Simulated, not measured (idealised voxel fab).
The process module that follows is named voxel lift off.
Section cut is 295 nm wide and gridded with 5 nm square cells.
A cross-section is written here as square cells arranged in a grid, and it is given in bands from the top down, each band taking up one or more rows of cells. Band entry format. Leading values: height of top, height of bottom, nm. Remainder: materials in left-to-right order, each with its width in nm. Special words: "full width" on a single material, which then fills the band edge to edge; "empty", empty space. Height 0 is the level under which the wafer as received is all one material. The lowest band goes on downwards, as in "0 nm and below". Graded width ("30 to 40"): value in top row of band = first number; value in bottom row = second number; row-to-row change constant. No cell of the cross-section changed in a step that is given as "remained unchanged". "Voids, fully enclosed" specifies each empty space that is not open to the top and that occupies no fewer than 8 cells, using the form width x height at distance, the distance measured from the left edge and all three quantities in nm. Where a step's line continues beyond its settings, the continuation is a remark by the simulator itself on that step. The "overlay nm" setting may appear on a step's line; for a step that uses a mask, it gives how far to the right of its planned position the mask lay, and a negative value indicates the left. Every pair from here on: before one process step, after it. The after cross-section reaches only to the lowest band that changed. Below the pair: the step in between and its settings. Pairs can belong to different runs of this module on the same starting wafer; a pair carries on from the pair above only if the entry headed "Structure before processing" says so.
Structure before processing:
	0 nm and below = Si full width
	Voids, fully enclosed: none
Post-Step Geometry:
	15 nm to 0 nm = SiN full width
	Note: structure below 0 unchanged.
	Voids, fully enclosed: none
Between the two cross-sections shown above lies CONFORMAL_DEP (material SiN; thk nm 15)
Structure before processing: The pre-step condition corresponds to the post-step cross-section depicted in the pair directly above.
Post-Step Geometry:
	45 nm to 15 nm = resist 120 | empty 20 | resist 15 | empty 20 | resist 120
	Note: structure below 15 unchanged.
	Voids, fully enclosed: none
Between the two cross-sections shown above lies PATTERN (tone open; mask id LINES; material resist; width nm 20; pitch nm 35; thk nm 30; overlay nm 0)
Structure before processing: The pre-step condition corresponds to the post-step cross-section depicted in the pair directly above.
Post-Step Geometry:
	60 nm to 45 nm = Ru 120 | empty 20 | Ru 15 | empty 20 | Ru 120
	45 nm to 30 nm = resist 120 | empty 20 | resist 15 | empty 20 | resist 120
	30 nm to 15 nm = resist 120 | Ru 20 | resist 15 | Ru 20 | resist 120
	Note: structure below 15 unchanged.
	Voids, fully enclosed: none
Between the two cross-sections shown above lies DIRECTIONAL_DEP (material Ru; thk nm 15)
Structure before processing: The pre-step condition corresponds to the post-step cross-section depicted in the pair directly above.
Post-Step Geometry:
	30 nm to 15 nm = empty 120 | Ru 20 | empty 15 | Ru 20 | empty 120
	Note: structure below 15 unchanged.
	Voids, fully enclosed: none
Between the two cross-sections shown above lies STRIP (etch materials resist)
Structure before processing: The pre-step condition corresponds to the post-step cross-section depicted in the pair directly above.
Post-Step Geometry:
	35 nm to 30 nm = empty 115 | SiN 30 | empty 5 | SiN 30 | empty 115
	30 nm to 20 nm = empty 115 | SiN 5 | Ru 20 | SiN 5 | empty 5 | SiN 5 | Ru 20 | SiN 5 | empty 115
	20 nm to 15 nm = SiN 120 | Ru 20 | SiN 15 | Ru 20 | SiN 120
	Note: structure below 15 unchanged.
	Voids, fully enclosed: none
Between the two cross-sections shown above lies CONFORMAL_DEP (material SiN; thk nm 5)
Structure before processing:
	15 nm to 0 nm = SiN full width
	0 nm and below = Si full width
	Voids, fully enclosed: none
Post-Step Geometry:
	30 nm to 0 nm = SiN full width
	Note: structure below 0 unchanged.
	Voids, fully enclosed: none
Between the two cross-sections shown above lies CONFORMAL_DEP (material SiN; thk nm 15)
Structure before processing: The pre-step condition corresponds to the post-step cross-section depicted in the pair directly above.
Post-Step Geometry:
	60 nm to 30 nm = resist 120 | empty 20 | resist 15 | empty 20 | resist 120
	Note: structure below 30 unchanged.
	Voids, fully enclosed: none
Between the two cross-sections shown above lies PATTERN (tone open; mask id LINES; material resist; width nm 20; pitch nm 35; thk nm 30; overlay nm 0)
Structure before processing: The pre-step condition corresponds to the post-step cross-section depicted in the pair directly above.
Post-Step Geometry:
	75 nm to 60 nm = Ru 120 | empty 20 | Ru 15 | empty 20 | Ru 120
	60 nm to 45 nm = resist 120 | empty 20 | resist 15 | empty 20 | resist 120
	45 nm to 30 nm = resist 120 | Ru 20 | resist 15 | Ru 20 | resist 120
	Note: structure below 30 unchanged.
	Voids, fully enclosed: none
Between the two cross-sections shown above lies DIRECTIONAL_DEP (material Ru; thk nm 15)
Structure before processing: The pre-step condition corresponds to the post-step cross-section depicted in the pair directly above.
Post-Step Geometry:
	45 nm to 30 nm = empty 120 | Ru 20 | empty 15 | Ru 20 | empty 120
	Note: structure below 30 unchanged.
	Voids, fully enclosed: none
Between the two cross-sections shown above lies STRIP (etch materials resist)
Structure before processing: The pre-step condition corresponds to the post-step cross-section depicted in the pair directly above.
Post-Step Geometry:
	50 nm to 45 nm = empty 115 | SiN 30 | empty 5 | SiN 30 | empty 115
	45 nm to 35 nm = empty 115 | SiN 5 | Ru 20 | SiN 5 | empty 5 | SiN 5 | Ru 20 | SiN 5 | empty 115
	35 nm to 30 nm = SiN 120 | Ru 20 | SiN 15 | Ru 20 | SiN 120
	Note: structure below 30 unchanged.
	Voids, fully enclosed: none
Between the two cross-sections shown above lies CONFORMAL_DEP (material SiN; thk nm 5)
Structure before processing:
	45 nm to 15 nm = resist 120 | empty 20 | resist 15 | empty 20 | resist 120
	15 nm to 0 nm = SiN full width
	0 nm and below = Si full width
	Voids, fully enclosed: none
Post-Step Geometry:
	70 nm to 45 nm = Ru 120 | empty 20 | Ru 15 | empty 20 | Ru 120
	45 nm to 40 nm = resist 120 | empty 20 | resist 15 | empty 20 | resist 120
	40 nm to 15 nm = resist 120 | Ru 20 | resist 15 | Ru 20 | resist 120
	Note: structure below 15 unchanged.
	Voids, fully enclosed: none
Between the two cross-sections shown above lies DIRECTIONAL_DEP (material Ru; thk nm 25)
Structure before processing: The pre-step condition corresponds to the post-step cross-section depicted in the pair directly above.
Post-Step Geometry:
	40 nm to 15 nm = empty 120 | Ru 20 | empty 15 | Ru 20 | empty 120
	Note: structure below 15 unchanged.
	Voids, fully enclosed: none
Between the two cross-sections shown above lies STRIP (etch materials resist)
Structure before processing: The pre-step condition corresponds to the post-step cross-section depicted in the pair directly above.
Post-Step Geometry:
	45 nm to 40 nm = empty 115 | SiN 30 | empty 5 | SiN 30 | empty 115
	40 nm to 20 nm = empty 115 | SiN 5 | Ru 20 | SiN 5 | empty 5 | SiN 5 | Ru 20 | SiN 5 | empty 115
	20 nm to 15 nm = SiN 120 | Ru 20 | SiN 15 | Ru 20 | SiN 120
	Note: structure below 15 unchanged.
	Voids, fully enclosed: none
Between the two cross-sections shown above lies CONFORMAL_DEP (material SiN; thk nm 5)
Structure before processing:
	15 nm to 0 nm = SiN full width
	0 nm and below = Si full width
	Voids, fully enclosed: none
Post-Step Geometry:
	45 nm to 15 nm = resist 125 | empty 15 | resist 20 | empty 15 | resist 120
	Note: structure below 15 unchanged.
	Voids, fully enclosed: none
Between the two cross-sections shown above lies PATTERN (tone open; mask id LINES; material resist; width nm 15; pitch nm 35; thk nm 30; overlay nm 0)
Structure before processing: The pre-step condition corresponds to the post-step cross-section depicted in the pair directly above.
Post-Step Geometry:
	60 nm to 45 nm = Ru 125 | empty 15 | Ru 20 | empty 15 | Ru 120
	45 nm to 30 nm = resist 125 | empty 15 | resist 20 | empty 15 | resist 120
	30 nm to 15 nm = resist 125 | Ru 15 | resist 20 | Ru 15 | resist 120
	Note: structure below 15 unchanged.
	Voids, fully enclosed: none
Between the two cross-sections shown above lies DIRECTIONAL_DEP (material Ru; thk nm 15)
Structure before processing: The pre-step condition corresponds to the post-step cross-section depicted in the pair directly above.
Post-Step Geometry:
	30 nm to 15 nm = empty 125 | Ru 15 | empty 20 | Ru 15 | empty 120
	Note: structure below 15 unchanged.
	Voids, fully enclosed: none
Between the two cross-sections shown above lies STRIP (etch materials resist)
Structure before processing: The pre-step condition corresponds to the post-step cross-section depicted in the pair directly above.
Post-Step Geometry:
	35 nm to 30 nm = empty 120 | SiN 25 | empty 10 | SiN 25 | empty 115
	30 nm to 20 nm = empty 120 | SiN 5 | Ru 15 | SiN 5 | empty 10 | SiN 5 | Ru 15 | SiN 5 | empty 115
	20 nm to 15 nm = SiN 125 | Ru 15 | SiN 20 | Ru 15 | SiN 120
	Note: structure below 15 unchanged.
	Voids, fully enclosed: none
Between the two cross-sections shown above lies CONFORMAL_DEP (material SiN; thk nm 5)
Structure before processing:
	15 nm to 0 nm = SiN full width
	0 nm and below = Si full width
	Voids, fully enclosed: none
Post-Step Geometry:
	45 nm to 15 nm = resist 110 | empty 20 | resist 15 | empty 20 | resist 130
	Note: structure below 15 unchanged.
	Voids, fully enclosed: none
Between the two cross-sections shown above lies PATTERN (tone open; mask id LINES; material resist; width nm 20; pitch nm 35; thk nm 30; overlay nm -10)
Structure before processing: The pre-step condition corresponds to the post-step cross-section depicted in the pair directly above.
Post-Step Geometry:
	60 nm to 45 nm = Ru 110 | empty 20 | Ru 15 | empty 20 | Ru 130
	45 nm to 30 nm = resist 110 | empty 20 | resist 15 | empty 20 | resist 130
	30 nm to 15 nm = resist 110 | Ru 20 | resist 15 | Ru 20 | resist 130
	Note: structure below 15 unchanged.
	Voids, fully enclosed: none
Between the two cross-sections shown above lies DIRECTIONAL_DEP (material Ru; thk nm 15)
Structure before processing: The pre-step condition corresponds to the post-step cross-section depicted in the pair directly above.
Post-Step Geometry:
	30 nm to 15 nm = empty 110 | Ru 20 | empty 15 | Ru 20 | empty 130
	Note: structure below 15 unchanged.
	Voids, fully enclosed: none
Between the two cross-sections shown above lies STRIP (etch materials resist)
Structure before processing: The pre-step condition corresponds to the post-step cross-section depicted in the pair directly above.
Post-Step Geometry:
	35 nm to 30 nm = empty 105 | SiN 30 | empty 5 | SiN 30 | empty 125
	30 nm to 20 nm = empty 105 | SiN 5 | Ru 20 | SiN 5 | empty 5 | SiN 5 | Ru 20 | SiN 5 | empty 125
	20 nm to 15 nm = SiN 110 | Ru 20 | SiN 15 | Ru 20 | SiN 130
	Note: structure below 15 unchanged.
	Voids, fully enclosed: none
Between the two cross-sections shown above lies CONFORMAL_DEP (material SiN; thk nm 5)
Structure before processing:
	30 nm to 15 nm = empty 120 | Ru 20 | empty 15 | Ru 20 | empty 120
	15 nm to 0 nm = SiN full width
	0 nm and below = Si full width
	Voids, fully enclosed: none
Post-Step Geometry:
	35 nm to 20 nm = empty 115 | Ru 30 | empty 5 | Ru 30 | empty 115
	20 nm to 15 nm = Ru full width
	Note: structure below 15 unchanged.
	Voids, fully enclosed: none
Between the two cross-sections shown above lies CONFORMAL_DEP (material Ru; thk nm 5)
Structure before processing:
	15 nm to 0 nm = SiN full width
	0 nm and below = Si full width
	Voids, fully enclosed: none
Post-Step Geometry:
	45 nm to 15 nm = empty 120 | resist 20 | empty 15 | resist 20 | empty 120
	Note: structure below 15 unchanged.
	Voids, fully enclosed: none
Between the two cross-sections shown above lies PATTERN (tone cover; mask id LINES; material resist; width nm 20; pitch nm 35; thk nm 30; overlay nm 0)
Structure before processing: The pre-step condition corresponds to the post-step cross-section depicted in the pair directly above.
Post-Step Geometry:
	60 nm to 45 nm = empty 120 | Ru 20 | empty 15 | Ru 20 | empty 120
	45 nm to 30 nm = empty 120 | resist 20 | empty 15 | resist 20 | empty 120
	30 nm to 15 nm = Ru 120 | resist 20 | Ru 15 | resist 20 | Ru 120
	Note: structure below 15 unchanged.
	Voids, fully enclosed: none
Between the two cross-sections shown above lies DIRECTIONAL_DEP (material Ru; thk nm 15)
Structure before processing: The pre-step condition corresponds to the post-step cross-section depicted in the pair directly above.
Post-Step Geometry:
	30 nm to 15 nm = Ru 120 | empty 20 | Ru 15 | empty 20 | Ru 120
	Note: structure below 15 unchanged.
	Voids, fully enclosed: none
Between the two cross-sections shown above lies STRIP (etch materials resist)
Structure before processing: The pre-step condition corresponds to the post-step cross-section depicted in the pair directly above.
Post-Step Geometry:
	35 nm to 30 nm = SiN 125 | empty 10 | SiN 25 | empty 10 | SiN 125
	30 nm to 20 nm = Ru 120 | SiN 5 | empty 10 | SiN 5 | Ru 15 | SiN 5 | empty 10 | SiN 5 | Ru 120
	20 nm to 15 nm = Ru 120 | SiN 20 | Ru 15 | SiN 20 | Ru 120
	Note: structure below 15 unchanged.
	Voids, fully enclosed: none
Between the two cross-sections shown above lies CONFORMAL_DEP (material SiN; thk nm 5)
